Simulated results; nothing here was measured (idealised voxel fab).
Process module, titled voxel self aligned contacts
Section cut is 170 nm wide and gridded with 5 nm square cells.
A cross-section is written here as square cells arranged in a grid, and it is given in bands from the top down, each band taking up one or more rows of cells. In this notation a band is specified by the heights of its top and bottom, in that order and in nm, after which its materials appear from left to right, each paired with its width in nm. The word "all across" attached to a single material means that material fills the band from edge to edge; the word "air" stands for empty space. Height 0 is the level under which the wafer as received is all one material. The lowest band goes on downwards, as in "0..down". Think of "30..40" as a width that walks from the first number to the second as you go down the band, top row to bottom row, taking equal-sized steps from row to row. It should be understood that the words "all unchanged", when stated for a given step, signify that the cross-section underwent no change in any of its cells during that step. "Completely sealed voids" means: voids of 8 cells or more that are shut off from the top with no open way through. Written width x height at distance, distance from the left edge, in nm. Read whatever lies past the settings on a step's line as the simulator's own remark about the step. overlay nm, on a step with a mask: how far to the right of its planned place the mask lay; to the left if negative. Read the rest as pairs. Take the cross-section before one process step, then the cross-section after it, which shows only down to the lowest band that changed. Under the pair, find the step between them and its settings. Bear in mind that pairs may come from different runs of this module on the same starting wafer: link a pair to the pair above it only where its entry headed "Prior to step" says to.

Prior to step
* 65..60 = TiN: 40, air: 30, TiN: 25, air: 30, TiN: 45
* 60..50 = SiO2: 35, TiN: 5..15, air: 30..10, TiN: 5..15, SiO2: 15, TiN: 5..15, air: 30..10, TiN: 5..15, SiO2: 40
* 50..35 = SiO2: 10, SiN: 35, TiN: 5, air: 10, TiN: 5, SiN: 35, TiN: 5, air: 10, TiN: 5, SiN: 35, SiO2: 15
* 35..30 = SiO2: 45, TiN: 20, SiO2: 35, TiN: 20, SiO2: 50
* 30..0 = polySi all across
* 0..down = Si all across
* Completely sealed voids: none

Result of Step
* 75..65 = W all across
* 65..60 = TiN: 40, W: 30, TiN: 25, W: 30, TiN: 45
* 60..50 = SiO2: 35, TiN: 5..15, W: 30..10, TiN: 5..15, SiO2: 15, TiN: 5..15, W: 30..10, TiN: 5..15, SiO2: 40
* 50..35 = SiO2: 10, SiN: 35, TiN: 5, W: 10, TiN: 5, SiN: 35, TiN: 5, W: 10, TiN: 5, SiN: 35, SiO2: 15
* Everything below 35 is unchanged.
* Completely sealed voids: none
Between the two cross-sections above, the process step reads FILL_DEP: material W, thk nm 10

Prior to step: The cross-section prior to this step is the one presented after the step of the pair immediately above.

Result of Step
* 60..50 = SiO2: 35, TiN: 5..15, W: 30..10, TiN: 5..15, SiO2: 15, TiN: 5..15, W: 30..10, TiN: 5..15, SiO2: 40
* Everything below 50 is unchanged.
* Completely sealed voids: none
Between the two cross-sections above, the process step reads CMP: height nm 60

Prior to step: The cross-section prior to this step is the one presented after the step of the pair immediately above.

Result of Step
* 65..60 = SiCN all across
* Everything below 60 is unchanged.
* Completely sealed voids: none
Between the two cross-sections above, the process step reads CONFORMAL_DEP: material SiCN, thk nm 5

Prior to step
* 5..0 = SiO2 all across
* 0..down = Si all across
* Completely sealed voids: none

Result of Step
* 25..5 = polySi all across
* Everything below 5 is unchanged.
* Completely sealed voids: none
Between the two cross-sections above, the process step reads DIRECTIONAL_DEP: material polySi, thk nm 20

Prior to step: The cross-section prior to this step is the one presented after the step of the pair immediately above.

Result of Step
* 40..25 = SiN all across
* Everything below 25 is unchanged.
* Completely sealed voids: none
Between the two cross-sections above, the process step reads DIRECTIONAL_DEP: material SiN, thk nm 15

Prior to step: The cross-section prior to this step is the one presented after the step of the pair immediately above.

Result of Step
* 50..40 = aC all across
* Everything below 40 is unchanged.
* Completely sealed voids: none
Between the two cross-sections above, the process step reads DIRECTIONAL_DEP: material aC, thk nm 10

Prior to step: The cross-section prior to this step is the one presented after the step of the pair immediately above.

Result of Step
* 80..50 = air: 15, resist: 25, air: 30, resist: 25, air: 30, resist: 25, air: 20
* Everything below 50 is unchanged.
* Completely sealed voids: none
Between the two cross-sections above, the process step reads PATTERN: tone cover, mask id GATE, material resist, width nm 25, pitch nm 55, thk nm 30, overlay nm 0

Prior to step: The cross-section prior to this step is the one presented after the step of the pair immediately above.

Result of Step
* 70..50 = air: 15, resist: 25, air: 30, resist: 25, air: 30, resist: 25, air: 20
* 50..40 = air: 15, aC: 25, air: 30, aC: 25, air: 30, aC: 25, air: 20
* Everything below 40 is unchanged.
* Completely sealed voids: none
Between the two cross-sections above, the process step reads DIRECTIONAL_ETCH: etch materials aC, depth nm 10

Prior to step: The cross-section prior to this step is the one presented after the step of the pair immediately above.

Result of Step
* 50..40 = air: 15, aC: 25, air: 30, aC: 25, air: 30, aC: 25, air: 20
* Everything below 40 is unchanged.
* Completely sealed voids: none
Between the two cross-sections above, the process step reads STRIP: etch materials resist

Prior to step: The cross-section prior to this step is the one presented after the step of the pair immediately above.

Result of Step
* 50..40 = air: 15, aC: 25, air: 30, aC: 25, air: 30, aC: 25, air: 20
* 40..25 = air: 15, SiN: 25, air: 30, SiN: 25, air: 30, SiN: 25, air: 20
* Everything below 25 is unchanged.
* Completely sealed voids: none
Between the two cross-sections above, the process step reads DIRECTIONAL_ETCH: etch materials SiN, depth nm 15

Prior to step: The cross-section prior to this step is the one presented after the step of the pair immediately above.

Result of Step
* 50..40 = air: 15, aC: 25, air: 30, aC: 25, air: 30, aC: 25, air: 20
* 40..25 = air: 15, SiN: 25, air: 30, SiN: 25, air: 30, SiN: 25, air: 20
* 25..5 = air: 15, polySi: 25, air: 30, polySi: 25, air: 30, polySi: 25, air: 20
* Everything below 5 is unchanged.
* Completely sealed voids: none
Between the two cross-sections above, the process step reads DIRECTIONAL_ETCH: etch materials polySi, depth nm 30

Prior to step: The cross-section prior to this step is the one presented after the step of the pair immediately above.

Result of Step
* 40..25 = air: 15, SiN: 25, air: 30, SiN: 25, air: 30, SiN: 25, air: 20
* Everything below 25 is unchanged.
* Completely sealed voids: none
Between the two cross-sections above, the process step reads STRIP: etch materials aC

Prior to step: The cross-section prior to this step is the one presented after the step of the pair immediately above.

Result of Step
* 45..25 = air: 10, SiN: 35, air: 20, SiN: 35, air: 20, SiN: 35, air: 15
* 25..10 = air: 10, SiN: 5, polySi: 25, SiN: 5, air: 20, SiN: 5, polySi: 25, SiN: 5, air: 20, SiN: 5, polySi: 25, SiN: 5, air: 15
* 10..5 = SiN: 15, polySi: 25, SiN: 30, polySi: 25, SiN: 30, polySi: 25, SiN: 20
* Everything below 5 is unchanged.
* Completely sealed voids: none
Between the two cross-sections above, the process step reads CONFORMAL_DEP: material SiN, thk nm 5

Prior to step: The cross-section prior to this step is the one presented after the step of the pair immediately above.

Result of Step
* 40..25 = air: 10, SiN: 35, air: 20, SiN: 35, air: 20, SiN: 35, air: 15
* 25..5 = air: 10, SiN: 5, polySi: 25, SiN: 5, air: 20, SiN: 5, polySi: 25, SiN: 5, air: 20, SiN: 5, polySi: 25, SiN: 5, air: 15
* Everything below 5 is unchanged.
* Completely sealed voids: none
Between the two cross-sections above, the process step reads DIRECTIONAL_ETCH: etch materials SiN, depth nm 5

Prior to step: The cross-section prior to this step is the one presented after the step of the pair immediately above.

Result of Step
* 60..40 = SiO2 all across
* 40..25 = SiO2: 10, SiN: 35, SiO2: 20, SiN: 35, SiO2: 20, SiN: 35, SiO2: 15
* 25..5 = SiO2: 10, SiN: 5, polySi: 25, SiN: 5, SiO2: 20, SiN: 5, polySi: 25, SiN: 5, SiO2: 20, SiN: 5, polySi: 25, SiN: 5, SiO2: 15
* Everything below 5 is unchanged.
* Completely sealed voids: none
Between the two cross-sections above, the process step reads FILL_DEP: material SiO2, thk nm 20

Prior to step: The cross-section prior to this step is the one presented after the step of the pair immediately above.

Result of Step
* 60..40 = SiO2: 35, air: 40, SiO2: 15, air: 40, SiO2: 40
* 40..25 = SiO2: 10, SiN: 35, air: 20, SiN: 35, air: 20, SiN: 35, SiO2: 15
* 25..5 = SiO2: 10, SiN: 5, polySi: 25, SiN: 5, air: 20, SiN: 5, polySi: 25, SiN: 5, air: 20, SiN: 5, polySi: 25, SiN: 5, SiO2: 15
* 5..0 = SiO2: 45, air: 20, SiO2: 35, air: 20, SiO2: 50
* Everything below 0 is unchanged.
* Completely sealed voids: none
Between the two cross-sections above, the process step reads MASKED_ETCH: tone open, mask id CONTACT, width nm 40, pitch nm 55, etch materials SiO2, depth nm 60, overlay nm 0

Prior to step: The cross-section prior to this step is the one presented after the step of the pair immediately above.

Result of Step
* 65..60 = TiN: 40, air: 30, TiN: 25, air: 30, TiN: 45
* 60..45 = SiO2: 35, TiN: 5, air: 30, TiN: 5, SiO2: 15, TiN: 5, air: 30, TiN: 5, SiO2: 40
* 45..40 = SiO2: 35, TiN: 15, air: 10, TiN: 15, SiO2: 15, TiN: 15, air: 10, TiN: 15, SiO2: 40
* 40..25 = SiO2: 10, SiN: 35, TiN: 5, air: 10, TiN: 5, SiN: 35, TiN: 5, air: 10, TiN: 5, SiN: 35, SiO2: 15
* 25..5 = SiO2: 10, SiN: 5, polySi: 25, SiN: 5, TiN: 5, air: 10, TiN: 5, SiN: 5, polySi: 25, SiN: 5, TiN: 5, air: 10, TiN: 5, SiN: 5, polySi: 25, SiN: 5, SiO2: 15
* 5..0 = SiO2: 45, TiN: 20, SiO2: 35, TiN: 20, SiO2: 50
* Everything below 0 is unchanged.
* Completely sealed voids: none
Between the two cross-sections above, the process step reads CONFORMAL_DEP: material TiN, thk nm 5

Prior to step: The cross-section prior to this step is the one presented after the step of the pair immediately above.

Result of Step
* 75..65 = W all across
* 65..60 = TiN: 40, W: 30, TiN: 25, W: 30, TiN: 45
* 60..45 = SiO2: 35, TiN: 5, W: 30, TiN: 5, SiO2: 15, TiN: 5, W: 30, TiN: 5, SiO2: 40
* 45..40 = SiO2: 35, TiN: 15, W: 10, TiN: 15, SiO2: 15, TiN: 15, W: 10, TiN: 15, SiO2: 40
* 40..25 = SiO2: 10, SiN: 35, TiN: 5, W: 10, TiN: 5, SiN: 35, TiN: 5, W: 10, TiN: 5, SiN: 35, SiO2: 15
* 25..5 = SiO2: 10, SiN: 5, polySi: 25, SiN: 5, TiN: 5, W: 10, TiN: 5, SiN: 5, polySi: 25, SiN: 5, TiN: 5, W: 10, TiN: 5, SiN: 5, polySi: 25, SiN: 5, SiO2: 15
* Everything below 5 is unchanged.
* Completely sealed voids: none
Between the two cross-sections above, the process step reads FILL_DEP: material W, thk nm 10

Prior to step: The cross-section prior to this step is the one presented after the step of the pair immediately above.

Result of Step
* 60..45 = SiO2: 35, TiN: 5, W: 30, TiN: 5, SiO2: 15, TiN: 5, W: 30, TiN: 5, SiO2: 40
* Everything below 45 is unchanged.
* Completely sealed voids: none
Between the two cross-sections above, the process step reads CMP: height nm 60

Prior to step: The cross-section prior to this step is the one presented after the step of the pair immediately above.

Result of Step
* 65..60 = SiCN all across
* Everything below 60 is unchanged.
* Completely sealed voids: none
Between the two cross-sections above, the process step reads CONFORMAL_DEP: material SiCN, thk nm 5

Prior to step
* 60..50 = aC all across
* 50..35 = SiN all across
* 35..5 = polySi all across
* 5..0 = SiO2 all across
* 0..down = Si all across
* Completely sealed voids: none

Result of Step
* 90..60 = air: 20, resist: 20, air: 35, resist: 20, air: 35, resist: 20, air: 20
* Everything below 60 is unchanged.
* Completely sealed voids: none
Between the two cross-sections above, the process step reads PATTERN: tone cover, mask id GATE, material resist, width nm 20, pitch nm 55, thk nm 30, overlay nm 0

Prior to step: The cross-section prior to this step is the one presented after the step of the pair immediately above.

Result of Step
* 80..60 = air: 20, resist: 20, air: 35, resist: 20, air: 35, resist: 20, air: 20
* 60..50 = air: 20, aC: 20, air: 35, aC: 20, air: 35, aC: 20, air: 20
* Everything below 50 is unchanged.
* Completely sealed voids: none
Between the two cross-sections above, the process step reads DIRECTIONAL_ETCH: etch materials aC, depth nm 10

Prior to step: The cross-section prior to this step is the one presented after the step of the pair immediately above.

Result of Step
* 60..50 = air: 20, aC: 20, air: 35, aC: 20, air: 35, aC: 20, air: 20
* Everything below 50 is unchanged.
* Completely sealed voids: none
Between the two cross-sections above, the process step reads STRIP: etch materials resist

Prior to step: The cross-section prior to this step is the one presented after the step of the pair immediately above.

Result of Step
* 60..50 = air: 20, aC: 20, air: 35, aC: 20, air: 35, aC: 20, air: 20
* 50..35 = air: 20, SiN: 20, air: 35, SiN: 20, air: 35, SiN: 20, air: 20
* Everything below 35 is unchanged.
* Completely sealed voids: none
Between the two cross-sections above, the process step reads DIRECTIONAL_ETCH: etch materials SiN, depth nm 15

Prior to step: The cross-section prior to this step is the one presented after the step of the pair immediately above.

Result of Step
* 60..50 = air: 20, aC: 20, air: 35, aC: 20, air: 35, aC: 20, air: 20
* 50..35 = air: 20, SiN: 20, air: 35, SiN: 20, air: 35, SiN: 20, air: 20
* 35..5 = air: 20, polySi: 20, air: 35, polySi: 20, air: 35, polySi: 20, air: 20
* Everything below 5 is unchanged.
* Completely sealed voids: none
Between the two cross-sections above, the process step reads DIRECTIONAL_ETCH: etch materials polySi, depth nm 30

Prior to step: The cross-section prior to this step is the one presented after the step of the pair immediately above.

Result of Step
* 50..35 = air: 20, SiN: 20, air: 35, SiN: 20, air: 35, SiN: 20, air: 20
* Everything below 35 is unchanged.
* Completely sealed voids: none
Between the two cross-sections above, the process step reads STRIP: etch materials aC

Prior to step: The cross-section prior to this step is the one presented after the step of the pair immediately above.

Result of Step
* 55..35 = air: 15, SiN: 30, air: 25, SiN: 30, air: 25, SiN: 30, air: 15
* 35..10 = air: 15, SiN: 5, polySi: 20, SiN: 5, air: 25, SiN: 5, polySi: 20, SiN: 5, air: 25, SiN: 5, polySi: 20, SiN: 5, air: 15
* 10..5 = SiN: 20, polySi: 20, SiN: 35, polySi: 20, SiN: 35, polySi: 20, SiN: 20
* Everything below 5 is unchanged.
* Completely sealed voids: none
Between the two cross-sections above, the process step reads CONFORMAL_DEP: material SiN, thk nm 5

Prior to step: The cross-section prior to this step is the one presented after the step of the pair immediately above.

Result of Step
* 50..35 = air: 15, SiN: 30, air: 25, SiN: 30, air: 25, SiN: 30, air: 15
* 35..5 = air: 15, SiN: 5, polySi: 20, SiN: 5, air: 25, SiN: 5, polySi: 20, SiN: 5, air: 25, SiN: 5, polySi: 20, SiN: 5, air: 15
* Everything below 5 is unchanged.
* Completely sealed voids: none
Between the two cross-sections above, the process step reads DIRECTIONAL_ETCH: etch materials SiN, depth nm 5

Prior to step: The cross-section prior to this step is the one presented after the step of the pair immediately above.

Result of Step
* 70..50 = SiO2 all across
* 50..35 = SiO2: 15, SiN: 30, SiO2: 25, SiN: 30, SiO2: 25, SiN: 30, SiO2: 15
* 35..5 = SiO2: 15, SiN: 5, polySi: 20, SiN: 5, SiO2: 25, SiN: 5, polySi: 20, SiN: 5, SiO2: 25, SiN: 5, polySi: 20, SiN: 5, SiO2: 15
* Everything below 5 is unchanged.
* Completely sealed voids: none
Between the two cross-sections above, the process step reads FILL_DEP: material SiO2, thk nm 20

Prior to step: The cross-section prior to this step is the one presented after the step of the pair immediately above.

Result of Step
* 60..50 = SiO2 all across
* Everything below 50 is unchanged.
* Completely sealed voids: none
Between the two cross-sections above, the process step reads CMP: height nm 60

Prior to step: The cross-section prior to this step is the one presented after the step of the pair immediately above.

Result of Step
* 60..50 = SiO2: 35, air: 40, SiO2: 15, air: 40, SiO2: 40
* 50..35 = SiO2: 15, SiN: 30, air: 25, SiN: 30, air: 25, SiN: 30, SiO2: 15
* 35..5 = SiO2: 15, SiN: 5, polySi: 20, SiN: 5, air: 25, SiN: 5, polySi: 20, SiN: 5, air: 25, SiN: 5, polySi: 20, SiN: 5, SiO2: 15
* 5..0 = SiO2: 45, air: 25, SiO2: 30, air: 25, SiO2: 45
* Everything below 0 is unchanged.
* Completely sealed voids: none
Between the two cross-sections above, the process step reads MASKED_ETCH: tone open, mask id CONTACT, width nm 40, pitch nm 55, etch materials SiO2, depth nm 60, overlay nm 0

Prior to step: The cross-section prior to this step is the one presented after the step of the pair immediately above.

Result of Step
* 65..60 = TiN: 40, air: 30, TiN: 25, air: 30, TiN: 45
* 60..50 = SiO2: 35, TiN: 5..15, air: 30..15, TiN: 5..10, SiO2: 15, TiN: 5..15, air: 30..15, TiN: 5..10, SiO2: 40
* 50..35 = SiO2: 15, SiN: 30, TiN: 5, air: 15, TiN: 5, SiN: 30, TiN: 5, air: 15, TiN: 5, SiN: 30, SiO2: 15
* 35..5 = SiO2: 15, SiN: 5, polySi: 20, SiN: 5, TiN: 5, air: 15, TiN: 5, SiN: 5, polySi: 20, SiN: 5, TiN: 5, air: 15, TiN: 5, SiN: 5, polySi: 20, SiN: 5, SiO2: 15
* 5..0 = SiO2: 45, TiN: 25, SiO2: 30, TiN: 25, SiO2: 45
* Everything below 0 is unchanged.
* Completely sealed voids: none
Between the two cross-sections above, the process step reads CONFORMAL_DEP: material TiN, thk nm 5

Prior to step: The cross-section prior to this step is the one presented after the step of the pair immediately above.

Result of Step
* 75..65 = W all across
* 65..60 = TiN: 40, W: 30, TiN: 25, W: 30, TiN: 45
* 60..50 = SiO2: 35, TiN: 5..15, W: 30..15, TiN: 5..10, SiO2: 15, TiN: 5..15, W: 30..15, TiN: 5..10, SiO2: 40
* 50..35 = SiO2: 15, SiN: 30, TiN: 5, W: 15, TiN: 5, SiN: 30, TiN: 5, W: 15, TiN: 5, SiN: 30, SiO2: 15
* 35..5 = SiO2: 15, SiN: 5, polySi: 20, SiN: 5, TiN: 5, W: 15, TiN: 5, SiN: 5, polySi: 20, SiN: 5, TiN: 5, W: 15, TiN: 5, SiN: 5, polySi: 20, SiN: 5, SiO2: 15
* Everything below 5 is unchanged.
* Completely sealed voids: none
Between the two cross-sections above, the process step reads FILL_DEP: material W, thk nm 10

Prior to step: The cross-section prior to this step is the one presented after the step of the pair immediately above.

Result of Step
* 60..50 = SiO2: 35, TiN: 5..15, W: 30..15, TiN: 5..10, SiO2: 15, TiN: 5..15, W: 30..15, TiN: 5..10, SiO2: 40
* Everything below 50 is unchanged.
* Completely sealed voids: none
Between the two cross-sections above, the process step reads CMP: height nm 60

Prior to step: The cross-section prior to this step is the one presented after the step of the pair immediately above.

Result of Step
* 65..60 = SiCN all across
* Everything below 60 is unchanged.
* Completely sealed voids: none
Between the two cross-sections above, the process step reads CONFORMAL_DEP: material SiCN, thk nm 5

Prior to step
* 60..50 = SiO2 all across
* 50..35 = SiO2: 10, SiN: 35, SiO2: 20, SiN: 35, SiO2: 20, SiN: 35, SiO2: 15
* 35..5 = SiO2: 10, SiN: 5, polySi: 25, SiN: 5, SiO2: 20, SiN: 5, polySi: 25, SiN: 5, SiO2: 20, SiN: 5, polySi: 25, SiN: 5, SiO2: 15
* 5..0 = SiO2 all across
* 0..down = Si all across
* Completely sealed voids: none

Result of Step
* 60..50 = SiO2: 40, air: 40, SiO2: 15, air: 40, SiO2: 35
* 50..35 = SiO2: 10, SiN: 35, air: 20, SiN: 35, air: 20, SiN: 35, SiO2: 15
* 35..5 = SiO2: 10, SiN: 5, polySi: 25, SiN: 5, air: 20, SiN: 5, polySi: 25, SiN: 5, air: 20, SiN: 5, polySi: 25, SiN: 5, SiO2: 15
* 5..0 = SiO2: 45, air: 20, SiO2: 35, air: 20, SiO2: 50
* Everything below 0 is unchanged.
* Completely sealed voids: none
Between the two cross-sections above, the process step reads MASKED_ETCH: tone open, mask id CONTACT, width nm 40, pitch nm 55, etch materials SiO2, depth nm 60, overlay nm 5

Prior to step: The cross-section prior to this step is the one presented after the step of the pair immediately above.

Result of Step
* 65..60 = TiN: 45, air: 30, TiN: 25, air: 30, TiN: 40
* 60..50 = SiO2: 40, TiN: 5..10, air: 30..10, TiN: 5..20, SiO2: 15, TiN: 5..10, air: 30..10, TiN: 5..20, SiO2: 35
* 50..35 = SiO2: 10, SiN: 35, TiN: 5, air: 10, TiN: 5, SiN: 35, TiN: 5, air: 10, TiN: 5, SiN: 35, SiO2: 15
* 35..5 = SiO2: 10, SiN: 5, polySi: 25, SiN: 5, TiN: 5, air: 10, TiN: 5, SiN: 5, polySi: 25, SiN: 5, TiN: 5, air: 10, TiN: 5, SiN: 5, polySi: 25, SiN: 5, SiO2: 15
* 5..0 = SiO2: 45, TiN: 20, SiO2: 35, TiN: 20, SiO2: 50
* Everything below 0 is unchanged.
* Completely sealed voids: none
Between the two cross-sections above, the process step reads CONFORMAL_DEP: material TiN, thk nm 5

Prior to step: The cross-section prior to this step is the one presented after the step of the pair immediately above.

Result of Step
* 75..65 = W all across
* 65..60 = TiN: 45, W: 30, TiN: 25, W: 30, TiN: 40
* 60..50 = SiO2: 40, TiN: 5..10, W: 30..10, TiN: 5..20, SiO2: 15, TiN: 5..10, W: 30..10, TiN: 5..20, SiO2: 35
* 50..35 = SiO2: 10, SiN: 35, TiN: 5, W: 10, TiN: 5, SiN: 35, TiN: 5, W: 10, TiN: 5, SiN: 35, SiO2: 15
* 35..5 = SiO2: 10, SiN: 5, polySi: 25, SiN: 5, TiN: 5, W: 10, TiN: 5, SiN: 5, polySi: 25, SiN: 5, TiN: 5, W: 10, TiN: 5, SiN: 5, polySi: 25, SiN: 5, SiO2: 15
* Everything below 5 is unchanged.
* Completely sealed voids: none
Between the two cross-sections above, the process step reads FILL_DEP: material W, thk nm 10

Prior to step: The cross-section prior to this step is the one presented after the step of the pair immediately above.

Result of Step
* 60..50 = SiO2: 40, TiN: 5..10, W: 30..10, TiN: 5..20, SiO2: 15, TiN: 5..10, W: 30..10, TiN: 5..20, SiO2: 35
* Everything below 50 is unchanged.
* Completely sealed voids: none
Between the two cross-sections above, the process step reads CMP: height nm 60

Prior to step: The cross-section prior to this step is the one presented after the step of the pair immediately above.

Result of Step
* 65..60 = SiCN all across
* Everything below 60 is unchanged.
* Completely sealed voids: none
Between the two cross-sections above, the process step reads CONFORMAL_DEP: material SiCN, thk nm 5

Prior to step
* 50..35 = air: 15, SiN: 25, air: 30, SiN: 25, air: 30, SiN: 25, air: 20
* 35..5 = air: 15, polySi: 25, air: 30, polySi: 25, air: 30, polySi: 25, air: 20
* 5..0 = SiO2 all across
* 0..down = Si all across
* Completely sealed voids: none

Result of Step
* 55..50 = air: 10, polySi: 35, air: 20, polySi: 35, air: 20, polySi: 35, air: 15
* 50..35 = air: 10, polySi: 5, SiN: 25, polySi: 5, air: 20, polySi: 5, SiN: 25, polySi: 5, air: 20, polySi: 5, SiN: 25, polySi: 5, air: 15
* 35..10 = air: 10, polySi: 35, air: 20, polySi: 35, air: 20, polySi: 35, air: 15
* 10..5 = polySi all across
* Everything below 5 is unchanged.
* Completely sealed voids: none
Between the two cross-sections above, the process step reads CONFORMAL_DEP: material polySi, thk nm 5

Prior to step: The cross-section prior to this step is the one presented after the step of the pair immediately above.

Result of Step
* 75..55 = SiO2 all across
* 55..50 = SiO2: 10, polySi: 35, SiO2: 20, polySi: 35, SiO2: 20, polySi: 35, SiO2: 15
* 50..35 = SiO2: 10, polySi: 5, SiN: 25, polySi: 5, SiO2: 20, polySi: 5, SiN: 25, polySi: 5, SiO2: 20, polySi: 5, SiN: 25, polySi: 5, SiO2: 15
* 35..10 = SiO2: 10, polySi: 35, SiO2: 20, polySi: 35, SiO2: 20, polySi: 35, SiO2: 15
* Everything below 10 is unchanged.
* Completely sealed voids: none
Between the two cross-sections above, the process step reads FILL_DEP: material SiO2, thk nm 20

Prior to step: The cross-section prior to this step is the one presented after the step of the pair immediately above.

Result of Step
* 60..55 = SiO2 all across
* Everything below 55 is unchanged.
* Completely sealed voids: none
Between the two cross-sections above, the process step reads CMP: height nm 60

Prior to step: The cross-section prior to this step is the one presented after the step of the pair immediately above.

Result of Step
* 60..55 = SiO2: 35, air: 40, SiO2: 15, air: 40, SiO2: 40
* 55..50 = SiO2: 10, polySi: 35, air: 20, polySi: 35, air: 20, polySi: 35, SiO2: 15
* 50..35 = SiO2: 10, polySi: 5, SiN: 25, polySi: 5, air: 20, polySi: 5, SiN: 25, polySi: 5, air: 20, polySi: 5, SiN: 25, polySi: 5, SiO2: 15
* 35..10 = SiO2: 10, polySi: 35, air: 20, polySi: 35, air: 20, polySi: 35, SiO2: 15
* Everything below 10 is unchanged.
* Completely sealed voids: none
Between the two cross-sections above, the process step reads MASKED_ETCH: tone open, mask id CONTACT, width nm 40, pitch nm 55, etch materials SiO2, depth nm 60, overlay nm 0

Prior to step: The cross-section prior to this step is the one presented after the step of the pair immediately above.

Result of Step
* 65..60 = TiN: 40, air: 30, TiN: 25, air: 30, TiN: 45
* 60..55 = SiO2: 35, TiN: 15, air: 10, TiN: 15, SiO2: 15, TiN: 15, air: 10, TiN: 15, SiO2: 40
* 55..50 = SiO2: 10, polySi: 35, TiN: 5, air: 10, TiN: 5, polySi: 35, TiN: 5, air: 10, TiN: 5, polySi: 35, SiO2: 15
* 50..35 = SiO2: 10, polySi: 5, SiN: 25, polySi: 5, TiN: 5, air: 10, TiN: 5, polySi: 5, SiN: 25, polySi: 5, TiN: 5, air: 10, TiN: 5, polySi: 5, SiN: 25, polySi: 5, SiO2: 15
* 35..15 = SiO2: 10, polySi: 35, TiN: 5, air: 10, TiN: 5, polySi: 35, TiN: 5, air: 10, TiN: 5, polySi: 35, SiO2: 15
* 15..10 = SiO2: 10, polySi: 35, TiN: 20, polySi: 35, TiN: 20, polySi: 35, SiO2: 15
* Everything below 10 is unchanged.
* Completely sealed voids: none
Between the two cross-sections above, the process step reads CONFORMAL_DEP: material TiN, thk nm 5

Prior to step: The cross-section prior to this step is the one presented after the step of the pair immediately above.

Result of Step
* 75..65 = W all across
* 65..60 = TiN: 40, W: 30, TiN: 25, W: 30, TiN: 45
* 60..55 = SiO2: 35, TiN: 15, W: 10, TiN: 15, SiO2: 15, TiN: 15, W: 10, TiN: 15, SiO2: 40
* 55..50 = SiO2: 10, polySi: 35, TiN: 5, W: 10, TiN: 5, polySi: 35, TiN: 5, W: 10, TiN: 5, polySi: 35, SiO2: 15
* 50..35 = SiO2: 10, polySi: 5, SiN: 25, polySi: 5, TiN: 5, W: 10, TiN: 5, polySi: 5, SiN: 25, polySi: 5, TiN: 5, W: 10, TiN: 5, polySi: 5, SiN: 25, polySi: 5, SiO2: 15
* 35..15 = SiO2: 10, polySi: 35, TiN: 5, W: 10, TiN: 5, polySi: 35, TiN: 5, W: 10, TiN: 5, polySi: 35, SiO2: 15
* Everything below 15 is unchanged.
* Completely sealed voids: none
Between the two cross-sections above, the process step reads FILL_DEP: material W, thk nm 10

Prior to step: The cross-section prior to this step is the one presented after the step of the pair immediately above.

Result of Step
* 60..55 = SiO2: 35, TiN: 15, W: 10, TiN: 15, SiO2: 15, TiN: 15, W: 10, TiN: 15, SiO2: 40
* Everything below 55 is unchanged.
* Completely sealed voids: none
Between the two cross-sections above, the process step reads CMP: height nm 60

Prior to step: The cross-section prior to this step is the one presented after the step of the pair immediately above.

Result of Step
* 65..60 = SiCN all across
* Everything below 60 is unchanged.
* Completely sealed voids: none
Between the two cross-sections above, the process step reads CONFORMAL_DEP: material SiCN, thk nm 5

Prior to step
* 60..50 = SiO2 all across
* 50..35 = SiO2: 10, SiN: 35, SiO2: 20, SiN: 35, SiO2: 20, SiN: 35, SiO2: 15
* 35..5 = SiO2: 10, SiN: 5, polySi: 25, SiN: 5, SiO2: 20, SiN: 5, polySi: 25, SiN: 5, SiO2: 20, SiN: 5, polySi: 25, SiN: 5, SiO2: 15
* 5..0 = SiO2 all across
* 0..down = Si all across
* Completely sealed voids: none

Result of Step
* 60..50 = air: 35, SiO2: 40, air: 15, SiO2: 40, air: 40
* 50..35 = air: 10, SiN: 35, SiO2: 20, SiN: 35, SiO2: 20, SiN: 35, air: 15
* 35..5 = air: 10, SiN: 5, polySi: 25, SiN: 5, SiO2: 20, SiN: 5, polySi: 25, SiN: 5, SiO2: 20, SiN: 5, polySi: 25, SiN: 5, air: 15
* 5..0 = air: 10, SiO2: 145, air: 15
* Everything below 0 is unchanged.
* Completely sealed voids: none
Between the two cross-sections above, the process step reads MASKED_ETCH: tone cover, mask id CONTACT, width nm 40, pitch nm 55, etch materials SiO2, depth nm 60, overlay nm 0

Prior to step: The cross-section prior to this step is the one presented after the step of the pair immediately above.

Result of Step
* 65..60 = air: 30, TiN: 50, air: 5, TiN: 50, air: 35
* 60..55 = air: 30, TiN: 5, SiO2: 40, TiN: 5, air: 5, TiN: 5, SiO2: 40, TiN: 5, air: 35
* 55..50 = air: 5, TiN: 30, SiO2: 40, TiN: 15, SiO2: 40, TiN: 30, air: 10
* 50..35 = air: 5, TiN: 5, SiN: 35, SiO2: 20, SiN: 35, SiO2: 20, SiN: 35, TiN: 5, air: 10
* 35..5 = air: 5, TiN: 5, SiN: 5, polySi: 25, SiN: 5, SiO2: 20, SiN: 5, polySi: 25, SiN: 5, SiO2: 20, SiN: 5, polySi: 25, SiN: 5, TiN: 5, air: 10
* 5..0 = TiN: 10, SiO2: 145, TiN: 15
* Everything below 0 is unchanged.
* Completely sealed voids: none
Between the two cross-sections above, the process step reads CONFORMAL_DEP: material TiN, thk nm 5

Prior to step: The cross-section prior to this step is the one presented after the step of the pair immediately above.

Result of Step
* 75..65 = W all across
* 65..60 = W: 30, TiN: 50, W: 5, TiN: 50, W: 35
* 60..55 = W: 30, TiN: 5, SiO2: 40, TiN: 5, W: 5, TiN: 5, SiO2: 40, TiN: 5, W: 35
* 55..50 = W: 5, TiN: 30, SiO2: 40, TiN: 15, SiO2: 40, TiN: 30, W: 10
* 50..35 = W: 5, TiN: 5, SiN: 35, SiO2: 20, SiN: 35, SiO2: 20, SiN: 35, TiN: 5, W: 10
* 35..5 = W: 5, TiN: 5, SiN: 5, polySi: 25, SiN: 5, SiO2: 20, SiN: 5, polySi: 25, SiN: 5, SiO2: 20, SiN: 5, polySi: 25, SiN: 5, TiN: 5, W: 10
* Everything below 5 is unchanged.
* Completely sealed voids: none
Between the two cross-sections above, the process step reads FILL_DEP: material W, thk nm 10

Prior to step: The cross-section prior to this step is the one presented after the step of the pair immediately above.

Result of Step
* 60..55 = W: 30, TiN: 5, SiO2: 40, TiN: 5, W: 5, TiN: 5, SiO2: 40, TiN: 5, W: 35
* Everything below 55 is unchanged.
* Completely sealed voids: none
Between the two cross-sections above, the process step reads CMP: height nm 60
